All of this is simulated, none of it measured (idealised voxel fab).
Presented below is a process module, voxel self aligned vias.
The cross-section shown here is cut; it is 295 nm wide and divided into square cells measuring 5 nm on a side.
In this document a cross-section is written as a grid of square cells. It is given as a series of bands, listed from the top down, and a band is one or more rows of cells. Basically the band line says how high the top is and how high the bottom is, in nm, and then what's in it from left to right, every material with its width in nm. Empty space shows up as "empty", and if a single material carries "all across" it runs the full band edge to edge. Zero point of the height axis is 0; under it, received wafer = one material. Lowest band: continues down indefinitely, "0 -> down". Width "30 to 40": first value at the band's top row of cells, second value at its bottom row, equal change from row to row. The designation "no modification", where it is given for a processing step, indicates that no cell of the cross-section was altered in the course of that step. "Fully enclosed voids" lists enclosed empty spaces (at least 8 cells, no open path upward to the top), each as width x height at distance from the left edge, in nm. On each step's line, the part that comes after the settings is the simulator's own comment on the step. "overlay nm" answers the question of how far to the right of plan the mask lay on a step that has a mask, and when it is negative the answer is to the left.

-- Here's what the planned process steps look like
| 1 | RECEIVE,material Si |
| 2 | CONFORMAL_DEP,material SiO2,thk nm 10 |
| 3 | CONFORMAL_DEP,material SiCN,thk nm 5 |
| 4 | DIRECTIONAL_DEP,material SiO2,thk nm 25 |
| 5 | MASKED_ETCH,tone open,mask id LINES,width nm 20,pitch nm 55,etch materials SiO2,depth nm 25,overlay nm 0 |
| 6 | CONFORMAL_DEP,material TiN,thk nm 5 |
| 7 | FILL_DEP,material W,thk nm 10 |
| 8 | CMP,height nm 40 |
| 9 | SELECTIVE_ETCH,etch materials W Ru TiN,depth nm 10 |
| 10 | FILL_DEP,material SiN,thk nm 10 |
| 11 | CMP,height nm 40 |
| 12 | DIRECTIONAL_DEP,material SiO2,thk nm 20 |
| 13 | MASKED_ETCH,tone open,mask id VIAS,width nm 40,pitch nm 55,etch materials SiO2,depth nm 20,overlay nm 0 |
| 14 | MASKED_ETCH,tone open,mask id VIAS,width nm 40,pitch nm 55,etch materials SiN,depth nm 10,overlay nm 0 |
| 15 | CONFORMAL_DEP,material TiN,thk nm 5 |
| 16 | FILL_DEP,material Cu,thk nm 10 |
| 17 | CMP,height nm 60 |
| 18 | CONFORMAL_DEP,material SiCN,thk nm 5 |

-- The first of two wafers, run as planned

-- Cross-section of the incoming wafer, state after step 1
* 0 -> down  Si all across
* Fully enclosed voids: none

-- Cross-section through the wafer, step 2 finished
* 10 -> 0  SiO2 all across
* Below 0, no change.

-- Cross-section through the wafer, step 3 finished
* 15 -> 10  SiCN all across
* Below 10, no change.

-- Cross-section through the wafer, step 4 finished
* 40 -> 15  SiO2 all across
* Below 15, no change.

-- Cross-section through the wafer, step 5 finished
* 40 -> 15  80 SiO2; 20 empty; 35 SiO2; 20 empty; 35 SiO2; 20 empty; 85 SiO2
* Below 15, no change.

-- Cross-section through the wafer, step 6 finished
* 45 -> 40  85 TiN; 10 empty; 45 TiN; 10 empty; 45 TiN; 10 empty; 90 TiN
* 40 -> 20  80 SiO2; 5 TiN; 10 empty; 5 TiN; 35 SiO2; 5 TiN; 10 empty; 5 TiN; 35 SiO2; 5 TiN; 10 empty; 5 TiN; 85 SiO2
* 20 -> 15  80 SiO2; 20 TiN; 35 SiO2; 20 TiN; 35 SiO2; 20 TiN; 85 SiO2
* Below 15, no change.

-- Cross-section through the wafer, step 7 finished
* 55 -> 45  W all across
* 45 -> 40  85 TiN; 10 W; 45 TiN; 10 W; 45 TiN; 10 W; 90 TiN
* 40 -> 20  80 SiO2; 5 TiN; 10 W; 5 TiN; 35 SiO2; 5 TiN; 10 W; 5 TiN; 35 SiO2; 5 TiN; 10 W; 5 TiN; 85 SiO2
* Below 20, no change.

-- Cross-section through the wafer, step 8 finished
* 40 -> 20  80 SiO2; 5 TiN; 10 W; 5 TiN; 35 SiO2; 5 TiN; 10 W; 5 TiN; 35 SiO2; 5 TiN; 10 W; 5 TiN; 85 SiO2
* Below 20, no change.

-- Cross-section through the wafer, step 9 finished
* 40 -> 30  80 SiO2; 20 empty; 35 SiO2; 20 empty; 35 SiO2; 20 empty; 85 SiO2
* Below 30, no change.

-- Cross-section through the wafer, step 10 finished
* 50 -> 40  SiN all across
* 40 -> 30  80 SiO2; 20 SiN; 35 SiO2; 20 SiN; 35 SiO2; 20 SiN; 85 SiO2
* Below 30, no change.

-- Cross-section through the wafer, step 11 finished
* 40 -> 30  80 SiO2; 20 SiN; 35 SiO2; 20 SiN; 35 SiO2; 20 SiN; 85 SiO2
* Below 30, no change.

-- Cross-section through the wafer, step 12 finished
* 60 -> 40  SiO2 all across
* Below 40, no change.

-- Cross-section through the wafer, step 13 finished
* 60 -> 40  70 SiO2; 40 empty; 15 SiO2; 40 empty; 15 SiO2; 40 empty; 75 SiO2
* Below 40, no change.

-- Cross-section through the wafer, step 14 finished
* 60 -> 40  70 SiO2; 40 empty; 15 SiO2; 40 empty; 15 SiO2; 40 empty; 75 SiO2
* 40 -> 30  80 SiO2; 20 empty; 35 SiO2; 20 empty; 35 SiO2; 20 empty; 85 SiO2
* Below 30, no change.

-- Cross-section through the wafer, step 15 finished
* 65 -> 60  75 TiN; 30 empty; 25 TiN; 30 empty; 25 TiN; 30 empty; 80 TiN
* 60 -> 45  70 SiO2; 5 TiN; 30 empty; 5 TiN; 15 SiO2; 5 TiN; 30 empty; 5 TiN; 15 SiO2; 5 TiN; 30 empty; 5 TiN; 75 SiO2
* 45 -> 35  70 to 80 SiO2; 15 to 5 TiN; 10 empty; 15 to 5 TiN; 15 to 35 SiO2; 15 to 5 TiN; 10 empty; 15 to 5 TiN; 15 to 35 SiO2; 15 to 5 TiN; 10 empty; 15 to 5 TiN; 75 to 85 SiO2
* 35 -> 30  80 SiO2; 20 TiN; 35 SiO2; 20 TiN; 35 SiO2; 20 TiN; 85 SiO2
* Below 30, no change.

-- Cross-section through the wafer, step 16 finished
* 75 -> 65  Cu all across
* 65 -> 60  75 TiN; 30 Cu; 25 TiN; 30 Cu; 25 TiN; 30 Cu; 80 TiN
* 60 -> 45  70 SiO2; 5 TiN; 30 Cu; 5 TiN; 15 SiO2; 5 TiN; 30 Cu; 5 TiN; 15 SiO2; 5 TiN; 30 Cu; 5 TiN; 75 SiO2
* 45 -> 35  70 to 80 SiO2; 15 to 5 TiN; 10 Cu; 15 to 5 TiN; 15 to 35 SiO2; 15 to 5 TiN; 10 Cu; 15 to 5 TiN; 15 to 35 SiO2; 15 to 5 TiN; 10 Cu; 15 to 5 TiN; 75 to 85 SiO2
* Below 35, no change.

-- Cross-section through the wafer, step 17 finished
* 60 -> 45  70 SiO2; 5 TiN; 30 Cu; 5 TiN; 15 SiO2; 5 TiN; 30 Cu; 5 TiN; 15 SiO2; 5 TiN; 30 Cu; 5 TiN; 75 SiO2
* Below 45, no change.

-- Cross-section through the wafer, step 18 finished
* 65 -> 60  SiCN all across
* Below 60, no change.

-- Second wafer. Start and plan as for the first. One mistake made in running. Agrees with the first up to and including step 4

-- Cross-sectional view of the second wafer at the intended end time of process step 5
* 40 -> 15  85 SiO2; 15 empty; 40 SiO2; 15 empty; 40 SiO2; 15 empty; 85 SiO2
* Below 15, no change.

-- Cross-sectional view of the second wafer at the intended end time of process step 6
* 45 -> 40  90 TiN; 5 empty; 50 TiN; 5 empty; 50 TiN; 5 empty; 90 TiN
* 40 -> 20  85 SiO2; 5 TiN; 5 empty; 5 TiN; 40 SiO2; 5 TiN; 5 empty; 5 TiN; 40 SiO2; 5 TiN; 5 empty; 5 TiN; 85 SiO2
* 20 -> 15  85 SiO2; 15 TiN; 40 SiO2; 15 TiN; 40 SiO2; 15 TiN; 85 SiO2
* Below 15, no change.

-- Cross-sectional view of the second wafer at the intended end time of process step 7
* 55 -> 45  W all across
* 45 -> 40  90 TiN; 5 W; 50 TiN; 5 W; 50 TiN; 5 W; 90 TiN
* 40 -> 20  85 SiO2; 5 TiN; 5 W; 5 TiN; 40 SiO2; 5 TiN; 5 W; 5 TiN; 40 SiO2; 5 TiN; 5 W; 5 TiN; 85 SiO2
* Below 20, no change.

-- Cross-sectional view of the second wafer at the intended end time of process step 8
* 40 -> 20  85 SiO2; 5 TiN; 5 W; 5 TiN; 40 SiO2; 5 TiN; 5 W; 5 TiN; 40 SiO2; 5 TiN; 5 W; 5 TiN; 85 SiO2
* Below 20, no change.

-- Cross-sectional view of the second wafer at the intended end time of process step 9
* 40 -> 30  85 SiO2; 15 empty; 40 SiO2; 15 empty; 40 SiO2; 15 empty; 85 SiO2
* Below 30, no change.

-- Cross-sectional view of the second wafer at the intended end time of process step 10
* 50 -> 40  SiN all across
* 40 -> 30  85 SiO2; 15 SiN; 40 SiO2; 15 SiN; 40 SiO2; 15 SiN; 85 SiO2
* Below 30, no change.

-- Cross-sectional view of the second wafer at the intended end time of process step 11
* 40 -> 30  85 SiO2; 15 SiN; 40 SiO2; 15 SiN; 40 SiO2; 15 SiN; 85 SiO2
* Below 30, no change.

-- Cross-sectional view of the second wafer at the intended end time of process step 12
* 60 -> 40  SiO2 all across
* Below 40, no change.

-- Cross-sectional view of the second wafer at the intended end time of process step 13
* 60 -> 40  70 SiO2; 40 empty; 15 SiO2; 40 empty; 15 SiO2; 40 empty; 75 SiO2
* Below 40, no change.

-- Cross-sectional view of the second wafer at the intended end time of process step 14
* 60 -> 40  70 SiO2; 40 empty; 15 SiO2; 40 empty; 15 SiO2; 40 empty; 75 SiO2
* 40 -> 30  85 SiO2; 15 empty; 40 SiO2; 15 empty; 40 SiO2; 15 empty; 85 SiO2
* Below 30, no change.

-- Cross-sectional view of the second wafer at the intended end time of process step 15
* 65 -> 60  75 TiN; 30 empty; 25 TiN; 30 empty; 25 TiN; 30 empty; 80 TiN
* 60 -> 45  70 SiO2; 5 TiN; 30 empty; 5 TiN; 15 SiO2; 5 TiN; 30 empty; 5 TiN; 15 SiO2; 5 TiN; 30 empty; 5 TiN; 75 SiO2
* 45 -> 35  70 to 85 SiO2; 20 to 5 TiN; 5 empty; 15 to 5 TiN; 15 to 40 SiO2; 20 to 5 TiN; 5 empty; 15 to 5 TiN; 15 to 40 SiO2; 20 to 5 TiN; 5 empty; 15 to 5 TiN; 75 to 85 SiO2
* 35 -> 30  85 SiO2; 15 TiN; 40 SiO2; 15 TiN; 40 SiO2; 15 TiN; 85 SiO2
* Below 30, no change.

-- Cross-sectional view of the second wafer at the intended end time of process step 16
* 75 -> 65  Cu all across
* 65 -> 60  75 TiN; 30 Cu; 25 TiN; 30 Cu; 25 TiN; 30 Cu; 80 TiN
* 60 -> 45  70 SiO2; 5 TiN; 30 Cu; 5 TiN; 15 SiO2; 5 TiN; 30 Cu; 5 TiN; 15 SiO2; 5 TiN; 30 Cu; 5 TiN; 75 SiO2
* 45 -> 35  70 to 85 SiO2; 20 to 5 TiN; 5 Cu; 15 to 5 TiN; 15 to 40 SiO2; 20 to 5 TiN; 5 Cu; 15 to 5 TiN; 15 to 40 SiO2; 20 to 5 TiN; 5 Cu; 15 to 5 TiN; 75 to 85 SiO2
* Below 35, no change.

-- Cross-sectional view of the second wafer at the intended end time of process step 17
* 60 -> 45  70 SiO2; 5 TiN; 30 Cu; 5 TiN; 15 SiO2; 5 TiN; 30 Cu; 5 TiN; 15 SiO2; 5 TiN; 30 Cu; 5 TiN; 75 SiO2
* Below 45, no change.

-- Cross-sectional view of the second wafer at the intended end time of process step 18
* 65 -> 60  SiCN all across
* Below 60, no change.
In executing the process, a mistake was made relative to the plan: heads up, step 5 didn't go per plan, it actually ran as MASKED_ETCH,tone open,mask id LINES,width nm 15,pitch nm 55,etch materials SiO2,depth nm 25,overlay nm 0
Final comparison by cell count, materials where the second wafer has more or fewer than the first: 6 fewer of Cu; 15 more of SiO2; 3 fewer of TiN; 6 fewer of W
